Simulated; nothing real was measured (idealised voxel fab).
The process module that follows is named voxel wiring stack.
cross-section cut | 270 nm wide | cells 5 nm
A cross-section in this document is a grid of square cells, and it is written down as bands, the top band listed before the ones below it; a band is made up of one or more rows of cells. Each band's line starts with the height of the band's top and of its bottom, in nm. Then come its materials from left to right, each with its width in nm. One material with "full width" fills the band from edge to edge. "empty" is empty space. Heights are measured from 0, the level below which the as-received wafer is all one material; the lowest band has no bottom and continues downward, written as in "0..down". With a width like "30 to 40", each row of cells in the band differs from the next by the same amount, the top row carrying the first number and the bottom row the second. Basically "nothing was modified" means that step didn't change any cell in the cross-section. What "Internal closed voids" gives you is every empty space of 8 cells or more that is cut off from the top. Each appears as width x height at distance, with the distance taken from the left edge and width, height and distance all in nm. Text after the settings on a step's line: the simulator's own remark on that step. On any step carrying a mask, the "overlay nm" setting, if present on the step's line, tells how far right of its planned place the mask lay; negative values point to the left.
[So here's the lineup of process steps we planned]
1) RECEIVE: material Si
2) CONFORMAL_DEP: material SiO2, thk nm 10
3) CONFORMAL_DEP: material SiCN, thk nm 5
4) DIRECTIONAL_DEP: material SiO2, thk nm 20
5) DIRECTIONAL_DEP: material aC, thk nm 10
6) PATTERN: tone open, mask id METAL_1, material resist, width nm 20, pitch nm 45, thk nm 30, overlay nm 0
7) DIRECTIONAL_ETCH: etch materials aC, depth nm 10
8) STRIP: etch materials resist
9) DIRECTIONAL_ETCH: etch materials SiO2, depth nm 20
10) DIRECTIONAL_ETCH: etch materials SiCN, depth nm 5
11) STRIP: etch materials aC
12) CONFORMAL_DEP: material TiN, thk nm 5
13) FILL_DEP: material Cu, thk nm 10
14) CMP: height nm 35
15) EPI: material Ru, thk nm 5
16) FILL_DEP: material SiCN, thk nm 5
17) DIRECTIONAL_DEP: material SiO2, thk nm 20
18) PATTERN: tone open, mask id PLUG_1, material resist, width nm 15, thk nm 15, overlay nm 0
19) DIRECTIONAL_ETCH: etch materials SiO2, depth nm 20
20) DIRECTIONAL_ETCH: etch materials SiCN, depth nm 5
21) STRIP: etch materials resist
22) CONFORMAL_DEP: material TiN, thk nm 5
23) FILL_DEP: material Ru, thk nm 5
24) CMP: height nm 65
25) DIRECTIONAL_DEP: material TiN, thk nm 5
26) DIRECTIONAL_DEP: material Ru, thk nm 25
27) MASKED_ETCH: tone cover, mask id METAL_2, width nm 20, pitch nm 45, etch materials Ru, depth nm 25, overlay nm 0
28) MASKED_ETCH: tone cover, mask id METAL_2, width nm 20, pitch nm 45, etch materials TiN, depth nm 5, overlay nm 0
29) CONFORMAL_DEP: material SiN, thk nm 5
30) FILL_DEP: material lowk, thk nm 5
31) CMP: height nm 95
32) CONFORMAL_DEP: material SiCN, thk nm 5
33) DIRECTIONAL_DEP: material SiO2, thk nm 15
34) PATTERN: tone open, mask id PLUG_2, material resist, width nm 15, pitch nm 45, thk nm 15, overlay nm 0
35) DIRECTIONAL_ETCH: etch materials SiO2, depth nm 15
36) DIRECTIONAL_ETCH: etch materials SiCN, depth nm 5
37) STRIP: etch materials resist
38) CONFORMAL_DEP: material TiN, thk nm 5
39) FILL_DEP: material Ru, thk nm 10
40) CMP: height nm 115
41) DIRECTIONAL_DEP: material TiN, thk nm 5
42) DIRECTIONAL_DEP: material Ru, thk nm 15
43) MASKED_ETCH: tone cover, mask id METAL_3, width nm 20, pitch nm 45, etch materials Ru, depth nm 15, overlay nm 0
44) MASKED_ETCH: tone cover, mask id METAL_3, width nm 20, pitch nm 45, etch materials TiN, depth nm 5, overlay nm 0
45) CONFORMAL_DEP: material SiCN, thk nm 5
46) FILL_DEP: material SiO2, thk nm 10
47) CMP: height nm 135
48) CONFORMAL_DEP: material SiCN, thk nm 5
[Wafer cross-section on receipt, i.e. after step 1]
- 0..down = Si full width
- Internal closed voids: none
[Figure: cross-sectional view of the wafer upon completion of the module, processed from the initial state and according to the plan depicted above, with one error introduced during execution]
- 140..135 = SiCN full width
- 135..120 = 95 of SiO2  5 of SiCN  20 of Ru  5 of SiCN  15 of SiO2  5 of SiCN  20 of Ru  5 of SiCN  100 of SiO2
- 120..115 = 100 of SiCN  20 of TiN  25 of SiCN  20 of TiN  105 of SiCN
- 115..100 = 100 of SiO2  5 of TiN  5 of Ru  5 of TiN  30 of SiO2  5 of TiN  5 of Ru  5 of TiN  110 of SiO2
- 100..95 = 100 of SiCN  15 of TiN  30 of SiCN  15 of TiN  110 of SiCN
- 95..75 = 95 of lowk  5 of SiN  20 of Ru  5 of SiN  15 of lowk  5 of SiN  20 of Ru  5 of SiN  100 of lowk
- 75..70 = 100 of SiN  20 of Ru  25 of SiN  20 of Ru  105 of SiN
- 70..65 = aC full width
- 65..45 = 100 of SiO2  5 of TiN  5 of Ru  5 of TiN  155 of SiO2
- 45..40 = 100 of SiCN  15 of TiN  155 of SiCN
- 40..35 = 95 of SiCN  30 of Ru  15 of SiCN  30 of Ru  100 of SiCN
- 35..15 = 100 of SiO2  5 of TiN  10 of Cu  5 of TiN  25 of SiO2  5 of TiN  10 of Cu  5 of TiN  105 of SiO2
- 15..10 = 100 of SiCN  20 of TiN  25 of SiCN  20 of TiN  105 of SiCN
- 10..0 = SiO2 full width
- 0..down = Si full width
- Internal closed voids: none
What broke from the plan during processing? step 25 went in with a setting other than planned; the actual run was DIRECTIONAL_DEP: material aC, thk nm 5
